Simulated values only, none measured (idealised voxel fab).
This is a process module. Its name is voxel air gaps.
Xsec cut, 295 nm wide, square cell size 5 nm.
Just so we're on the same page, the cross-sections are grids of square cells, and they're listed out in bands top to bottom, each band one or more rows deep.
In this notation a band is specified by the heights of its top and bottom, in that order and in nm, after which its materials appear from left to right, each paired with its width in nm. The word "throughout" attached to a single material means that material fills the band from edge to edge; the word "empty" stands for empty space.
Note: height 0 marks the level under which the wafer is uniformly one material as received. Lowest band unbounded below, written "0 nm and below".
Quick explanation for "30..40": the width changes in equal steps down the rows of cells, from the first number in the band's top row to the second number in its bottom row.
When a step is marked "changes: none", none of the cells in the cross-section changed during that step.
Basically, "Enclosed cavity list" tells you about the enclosed voids: empty spaces with no open way to the top, 8 cells or bigger, each written width x height at distance, where distance is from the left edge, all in nm.
after a step's settings: what the simulator itself notes on the step
"overlay nm" answers the question of how far to the right of plan the mask lay on a step that has a mask, and when it is negative the answer is to the left.

[plan]
step 1: RECEIVE [material Si]
step 2: CONFORMAL_DEP [material SiO2] [thk nm 15]
step 3: CONFORMAL_DEP [material SiCN] [thk nm 5]
step 4: DIRECTIONAL_DEP [material SiO2] [thk nm 40]
step 5: PATTERN [tone open] [mask id LINES] [material resist] [width nm 20] [pitch nm 45] [thk nm 15] [overlay nm 0]
step 6: DIRECTIONAL_ETCH [etch materials SiO2] [depth nm 40]
step 7: STRIP [etch materials resist]
step 8: CONFORMAL_DEP [material TiN] [thk nm 5]
step 9: FILL_DEP [material Ru] [thk nm 10]
step 10: CMP [height nm 60]
step 11: EPI [material Ru] [thk nm 10]
step 12: SELECTIVE_ETCH [etch materials SiO2] [depth nm 50]
step 13: CONFORMAL_DEP [material SiCN] [thk nm 5]

[Account of the first of two wafers, which was processed as intended]

[Delivered wafer in cross-section: state after step 1]
* 0 nm and below = Si throughout
* Enclosed cavity list: none

[Step 2 complete: cross-section through the wafer]
* 15 nm to 0 nm = SiO2 throughout
* Lower than 0, everything is as it was.

[Step 3 complete: cross-section through the wafer]
* 20 nm to 15 nm = SiCN throughout
* Lower than 15, everything is as it was.

[Step 4 complete: cross-section through the wafer]
* 60 nm to 20 nm = SiO2 throughout
* Lower than 20, everything is as it was.

[Step 5 complete: cross-section through the wafer]
* 75 nm to 60 nm = resist 70 / empty 20 / resist 25 / empty 20 / resist 25 / empty 20 / resist 25 / empty 20 / resist 70
* Lower than 60, everything is as it was.

[Step 6 complete: cross-section through the wafer]
* 75 nm to 60 nm = resist 70 / empty 20 / resist 25 / empty 20 / resist 25 / empty 20 / resist 25 / empty 20 / resist 70
* 60 nm to 20 nm = SiO2 70 / empty 20 / SiO2 25 / empty 20 / SiO2 25 / empty 20 / SiO2 25 / empty 20 / SiO2 70
* Lower than 20, everything is as it was.

[Step 7 complete: cross-section through the wafer]
* 60 nm to 20 nm = SiO2 70 / empty 20 / SiO2 25 / empty 20 / SiO2 25 / empty 20 / SiO2 25 / empty 20 / SiO2 70
* Lower than 20, everything is as it was.

[Step 8 complete: cross-section through the wafer]
* 65 nm to 60 nm = TiN 75 / empty 10 / TiN 35 / empty 10 / TiN 35 / empty 10 / TiN 35 / empty 10 / TiN 75
* 60 nm to 25 nm = SiO2 70 / TiN 5 / empty 10 / TiN 5 / SiO2 25 / TiN 5 / empty 10 / TiN 5 / SiO2 25 / TiN 5 / empty 10 / TiN 5 / SiO2 25 / TiN 5 / empty 10 / TiN 5 / SiO2 70
* 25 nm to 20 nm = SiO2 70 / TiN 20 / SiO2 25 / TiN 20 / SiO2 25 / TiN 20 / SiO2 25 / TiN 20 / SiO2 70
* Lower than 20, everything is as it was.

[Step 9 complete: cross-section through the wafer]
* 75 nm to 65 nm = Ru throughout
* 65 nm to 60 nm = TiN 75 / Ru 10 / TiN 35 / Ru 10 / TiN 35 / Ru 10 / TiN 35 / Ru 10 / TiN 75
* 60 nm to 25 nm = SiO2 70 / TiN 5 / Ru 10 / TiN 5 / SiO2 25 / TiN 5 / Ru 10 / TiN 5 / SiO2 25 / TiN 5 / Ru 10 / TiN 5 / SiO2 25 / TiN 5 / Ru 10 / TiN 5 / SiO2 70
* Lower than 25, everything is as it was.

[Step 10 complete: cross-section through the wafer]
* 60 nm to 25 nm = SiO2 70 / TiN 5 / Ru 10 / TiN 5 / SiO2 25 / TiN 5 / Ru 10 / TiN 5 / SiO2 25 / TiN 5 / Ru 10 / TiN 5 / SiO2 25 / TiN 5 / Ru 10 / TiN 5 / SiO2 70
* Lower than 25, everything is as it was.

[Step 11 complete: cross-section through the wafer]
* 70 nm to 60 nm = empty 60 / Ru 40 / empty 5 / Ru 40 / empty 5 / Ru 40 / empty 5 / Ru 40 / empty 60
* Lower than 60, everything is as it was.

[Step 12 complete: cross-section through the wafer]
* 70 nm to 60 nm = empty 60 / Ru 40 / empty 5 / Ru 40 / empty 5 / Ru 40 / empty 5 / Ru 40 / empty 60
* 60 nm to 25 nm = empty 70 / TiN 5 / Ru 10 / TiN 5 / empty 25 / TiN 5 / Ru 10 / TiN 5 / empty 25 / TiN 5 / Ru 10 / TiN 5 / empty 25 / TiN 5 / Ru 10 / TiN 5 / empty 70
* 25 nm to 20 nm = empty 70 / TiN 20 / empty 25 / TiN 20 / empty 25 / TiN 20 / empty 25 / TiN 20 / empty 70
* Lower than 20, everything is as it was.

[Step 13 complete: cross-section through the wafer]
* 75 nm to 70 nm = empty 55 / SiCN 185 / empty 55
* 70 nm to 60 nm = empty 55 / SiCN 5 / Ru 40 / SiCN 5 / Ru 40 / SiCN 5 / Ru 40 / SiCN 5 / Ru 40 / SiCN 5 / empty 55
* 60 nm to 55 nm = empty 55 / SiCN 15 / TiN 5 / Ru 10 / TiN 5 / SiCN 25 / TiN 5 / Ru 10 / TiN 5 / SiCN 25 / TiN 5 / Ru 10 / TiN 5 / SiCN 25 / TiN 5 / Ru 10 / TiN 5 / SiCN 15 / empty 55
* 55 nm to 25 nm = empty 65 / SiCN 5 / TiN 5 / Ru 10 / TiN 5 / SiCN 5 / empty 15 / SiCN 5 / TiN 5 / Ru 10 / TiN 5 / SiCN 5 / empty 15 / SiCN 5 / TiN 5 / Ru 10 / TiN 5 / SiCN 5 / empty 15 / SiCN 5 / TiN 5 / Ru 10 / TiN 5 / SiCN 5 / empty 65
* 25 nm to 20 nm = SiCN 70 / TiN 20 / SiCN 25 / TiN 20 / SiCN 25 / TiN 20 / SiCN 25 / TiN 20 / SiCN 70
* Lower than 20, everything is as it was.
* Enclosed cavity list: 15 x 30 at 95; 15 x 30 at 140; 15 x 30 at 185

[Second wafer - shared start and plan with the first - one error in running - same as the first up to step 4 inclusive]

[Second wafer, cut view, end of step 5 per plan]
* 75 nm to 60 nm = resist 65 / empty 20 / resist 25 / empty 20 / resist 25 / empty 20 / resist 25 / empty 20 / resist 75
* Lower than 60, everything is as it was.

[Second wafer, cut view, end of step 6 per plan]
* 75 nm to 60 nm = resist 65 / empty 20 / resist 25 / empty 20 / resist 25 / empty 20 / resist 25 / empty 20 / resist 75
* 60 nm to 20 nm = SiO2 65 / empty 20 / SiO2 25 / empty 20 / SiO2 25 / empty 20 / SiO2 25 / empty 20 / SiO2 75
* Lower than 20, everything is as it was.

[Second wafer, cut view, end of step 7 per plan]
* 60 nm to 20 nm = SiO2 65 / empty 20 / SiO2 25 / empty 20 / SiO2 25 / empty 20 / SiO2 25 / empty 20 / SiO2 75
* Lower than 20, everything is as it was.

[Second wafer, cut view, end of step 8 per plan]
* 65 nm to 60 nm = TiN 70 / empty 10 / TiN 35 / empty 10 / TiN 35 / empty 10 / TiN 35 / empty 10 / TiN 80
* 60 nm to 25 nm = SiO2 65 / TiN 5 / empty 10 / TiN 5 / SiO2 25 / TiN 5 / empty 10 / TiN 5 / SiO2 25 / TiN 5 / empty 10 / TiN 5 / SiO2 25 / TiN 5 / empty 10 / TiN 5 / SiO2 75
* 25 nm to 20 nm = SiO2 65 / TiN 20 / SiO2 25 / TiN 20 / SiO2 25 / TiN 20 / SiO2 25 / TiN 20 / SiO2 75
* Lower than 20, everything is as it was.

[Second wafer, cut view, end of step 9 per plan]
* 75 nm to 65 nm = Ru throughout
* 65 nm to 60 nm = TiN 70 / Ru 10 / TiN 35 / Ru 10 / TiN 35 / Ru 10 / TiN 35 / Ru 10 / TiN 80
* 60 nm to 25 nm = SiO2 65 / TiN 5 / Ru 10 / TiN 5 / SiO2 25 / TiN 5 / Ru 10 / TiN 5 / SiO2 25 / TiN 5 / Ru 10 / TiN 5 / SiO2 25 / TiN 5 / Ru 10 / TiN 5 / SiO2 75
* Lower than 25, everything is as it was.

[Second wafer, cut view, end of step 10 per plan]
* 60 nm to 25 nm = SiO2 65 / TiN 5 / Ru 10 / TiN 5 / SiO2 25 / TiN 5 / Ru 10 / TiN 5 / SiO2 25 / TiN 5 / Ru 10 / TiN 5 / SiO2 25 / TiN 5 / Ru 10 / TiN 5 / SiO2 75
* Lower than 25, everything is as it was.

[Second wafer, cut view, end of step 11 per plan]
* 70 nm to 60 nm = empty 55 / Ru 40 / empty 5 / Ru 40 / empty 5 / Ru 40 / empty 5 / Ru 40 / empty 65
* Lower than 60, everything is as it was.

[Second wafer, cut view, end of step 12 per plan]
* 70 nm to 60 nm = empty 55 / Ru 40 / empty 5 / Ru 40 / empty 5 / Ru 40 / empty 5 / Ru 40 / empty 65
* 60 nm to 25 nm = empty 65 / TiN 5 / Ru 10 / TiN 5 / empty 25 / TiN 5 / Ru 10 / TiN 5 / empty 25 / TiN 5 / Ru 10 / TiN 5 / empty 25 / TiN 5 / Ru 10 / TiN 5 / empty 75
* 25 nm to 20 nm = empty 65 / TiN 20 / empty 25 / TiN 20 / empty 25 / TiN 20 / empty 25 / TiN 20 / empty 75
* Lower than 20, everything is as it was.

[Second wafer, cut view, end of step 13 per plan]
* 75 nm to 70 nm = empty 50 / SiCN 185 / empty 60
* 70 nm to 60 nm = empty 50 / SiCN 5 / Ru 40 / SiCN 5 / Ru 40 / SiCN 5 / Ru 40 / SiCN 5 / Ru 40 / SiCN 5 / empty 60
* 60 nm to 55 nm = empty 50 / SiCN 15 / TiN 5 / Ru 10 / TiN 5 / SiCN 25 / TiN 5 / Ru 10 / TiN 5 / SiCN 25 / TiN 5 / Ru 10 / TiN 5 / SiCN 25 / TiN 5 / Ru 10 / TiN 5 / SiCN 15 / empty 60
* 55 nm to 25 nm = empty 60 / SiCN 5 / TiN 5 / Ru 10 / TiN 5 / SiCN 5 / empty 15 / SiCN 5 / TiN 5 / Ru 10 / TiN 5 / SiCN 5 / empty 15 / SiCN 5 / TiN 5 / Ru 10 / TiN 5 / SiCN 5 / empty 15 / SiCN 5 / TiN 5 / Ru 10 / TiN 5 / SiCN 5 / empty 70
* 25 nm to 20 nm = SiCN 65 / TiN 20 / SiCN 25 / TiN 20 / SiCN 25 / TiN 20 / SiCN 25 / TiN 20 / SiCN 75
* Lower than 20, everything is as it was.
* Enclosed cavity list: 15 x 30 at 90; 15 x 30 at 135; 15 x 30 at 180
Heads up, the wafer didn't run the way we planned it: step 5 changed vs plan, executed as PATTERN [tone open] [mask id LINES] [material resist] [width nm 20] [pitch nm 45] [thk nm 15] [overlay nm -5]
At the end, each material covers as many cells on the second wafer as it does on the first, though the cells it covers are elsewhere.
